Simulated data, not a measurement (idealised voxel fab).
The process module presented herein is designated voxel ribs on slabs.
Square cell edge 5 nm, section width 285 nm, ID cut.
Cross-section spec: square-cell grid; bands listed top down; each band is one or more rows. Top, bottom (nm), then materials left to right with widths (nm); lone material tagged "all across" fills the whole band edge to edge; "empty" = empty space. For the purposes of this specification, 0 denotes the height below which the wafer in its as-received condition is composed wholly of one material, and the lowermost band, lacking a lower limit, extends downward without end, as expressed in "z 0 and below". It should be noted that a width expressed as "30..40" varies in equal increments from row to row of cells within the band, taking the value of the first number at the top row and that of the second number at the bottom row. You'll sometimes find "left unchanged" written for a step, and that's the way of saying that nowhere in the cross-section did a cell change during that step. "Encapsulated voids" enumerates empty spaces isolated from the top, with no open way to it, that contain at least 8 cells, giving each as width x height at distance from the left edge, all three in nm. Where a step's line continues beyond its settings, the continuation is a remark by the simulator itself on that step. Steps that use a mask can have "overlay nm" on their line. It says how far the mask sat to the right of where it was meant to be. Negative means to the left.
-- The steps planned for the process are as follows
- 1: RECEIVE: material Si
- 2: DIRECTIONAL_DEP: material SiO2, thk nm 20
- 3: DIRECTIONAL_DEP: material polySi, thk nm 15
- 4: MASKED_ETCH: tone cover, mask id RIB, width nm 20, etch materials polySi, depth nm 5, overlay nm 0
- 5: DIRECTIONAL_DEP: material aC, thk nm 10
- 6: PATTERN: tone cover, mask id SLAB, material resist, width nm 50, thk nm 25, overlay nm 0
- 7: DIRECTIONAL_ETCH: etch materials aC, depth nm 10
- 8: STRIP: etch materials resist
- 9: DIRECTIONAL_ETCH: etch materials polySi, depth nm 10
- 10: STRIP: etch materials aC
- 11: FILL_DEP: material SiO2, thk nm 20
- 12: CMP: height nm 45
- 13: DIRECTIONAL_DEP: material TiN, thk nm 5
- 14: PATTERN: tone cover, mask id HEATER, material resist, width nm 30, thk nm 20, overlay nm 0
- 15: DIRECTIONAL_ETCH: etch materials TiN, depth nm 5
- 16: STRIP: etch materials resist
- 17: CONFORMAL_DEP: material SiO2, thk nm 10
-- So, the first of our two wafers, run just as we planned it
-- Cross-section of the wafer upon arrival, representing the state reached after step 1
  z 0 and below | Si all across
  Encapsulated voids: none
-- Wafer xsec, post step 2
  z 20 to 0 | SiO2 all across
  Below a height of 0, the structure has not been altered.
-- Wafer xsec, post step 3
  z 35 to 20 | polySi all across
  Below a height of 20, the structure has not been altered.
-- Wafer xsec, post step 4
  z 35 to 30 | 130 of empty, 20 of polySi, 135 of empty
  Below a height of 30, the structure has not been altered.
-- Wafer xsec, post step 5
  z 45 to 40 | 130 of empty, 20 of aC, 135 of empty
  z 40 to 35 | aC all across
  z 35 to 30 | 130 of aC, 20 of polySi, 135 of aC
  Below a height of 30, the structure has not been altered.
-- Wafer xsec, post step 6
  z 70 to 45 | 115 of empty, 50 of resist, 120 of empty
  z 45 to 40 | 115 of empty, 15 of resist, 20 of aC, 15 of resist, 120 of empty
  Below a height of 40, the structure has not been altered.
-- Wafer xsec, post step 7
  z 60 to 45 | 115 of empty, 50 of resist, 120 of empty
  z 45 to 40 | 115 of empty, 15 of resist, 20 of aC, 15 of resist, 120 of empty
  z 40 to 35 | 115 of empty, 50 of aC, 120 of empty
  z 35 to 30 | 115 of empty, 15 of aC, 20 of polySi, 15 of aC, 120 of empty
  Below a height of 30, the structure has not been altered.
-- Wafer xsec, post step 8
  z 45 to 35 | 130..115 of empty, 20..50 of aC, 135..120 of empty
  Below a height of 35, the structure has not been altered.
-- Wafer xsec, post step 9
  z 45 to 35 | 130..115 of empty, 20..50 of aC, 135..120 of empty
  z 35 to 30 | 115 of empty, 15 of aC, 20 of polySi, 15 of aC, 120 of empty
  z 30 to 20 | 115 of empty, 50 of polySi, 120 of empty
  Below a height of 20, the structure has not been altered.
-- Wafer xsec, post step 10
  z 35 to 30 | 130 of empty, 20 of polySi, 135 of empty
  Below a height of 30, the structure has not been altered.
-- Wafer xsec, post step 11
  z 55 to 35 | SiO2 all across
  z 35 to 30 | 130 of SiO2, 20 of polySi, 135 of SiO2
  z 30 to 20 | 115 of SiO2, 50 of polySi, 120 of SiO2
  Below a height of 20, the structure has not been altered.
-- Wafer xsec, post step 12
  z 45 to 35 | SiO2 all across
  Below a height of 35, the structure has not been altered.
-- Wafer xsec, post step 13
  z 50 to 45 | TiN all across
  Below a height of 45, the structure has not been altered.
-- Wafer xsec, post step 14
  z 70 to 50 | 125 of empty, 30 of resist, 130 of empty
  Below a height of 50, the structure has not been altered.
-- Wafer xsec, post step 15
  z 70 to 50 | 125 of empty, 30 of resist, 130 of empty
  z 50 to 45 | 125 of empty, 30 of TiN, 130 of empty
  Below a height of 45, the structure has not been altered.
-- Wafer xsec, post step 16
  z 50 to 45 | 125 of empty, 30 of TiN, 130 of empty
  Below a height of 45, the structure has not been altered.
-- Wafer xsec, post step 17
  z 60 to 55 | 115 of empty, 50 of SiO2, 120 of empty
  z 55 to 50 | SiO2 all across
  z 50 to 45 | 125 of SiO2, 30 of TiN, 130 of SiO2
  Below a height of 45, the structure has not been altered.
-- Companion wafer, the second of two: same beginning, same intended sequence, one mistake in carrying it out; through step 13 inclusive it tracks the first exactly
-- The second wafer in cross-section, at the planned close of step 14
  z 70 to 50 | 125 of empty, 35 of resist, 125 of empty
  Below a height of 50, the structure has not been altered.
-- The second wafer in cross-section, at the planned close of step 15
  z 70 to 50 | 125 of empty, 35 of resist, 125 of empty
  z 50 to 45 | 125 of empty, 35 of TiN, 125 of empty
  Below a height of 45, the structure has not been altered.
-- The second wafer in cross-section, at the planned close of step 16
  z 50 to 45 | 125 of empty, 35 of TiN, 125 of empty
  Below a height of 45, the structure has not been altered.
-- The second wafer in cross-section, at the planned close of step 17
  z 60 to 55 | 115 of empty, 55 of SiO2, 115 of empty
  z 55 to 50 | SiO2 all across
  z 50 to 45 | 125 of SiO2, 35 of TiN, 125 of SiO2
  Below a height of 45, the structure has not been altered.
Finding, execution versus plan: step 14 ran as: PATTERN: tone cover, mask id HEATER, material resist, width nm 35, thk nm 20, overlay nm 0
FYI, end of process, the second wafer has more or fewer cells of some materials than the first: 1 more of TiN
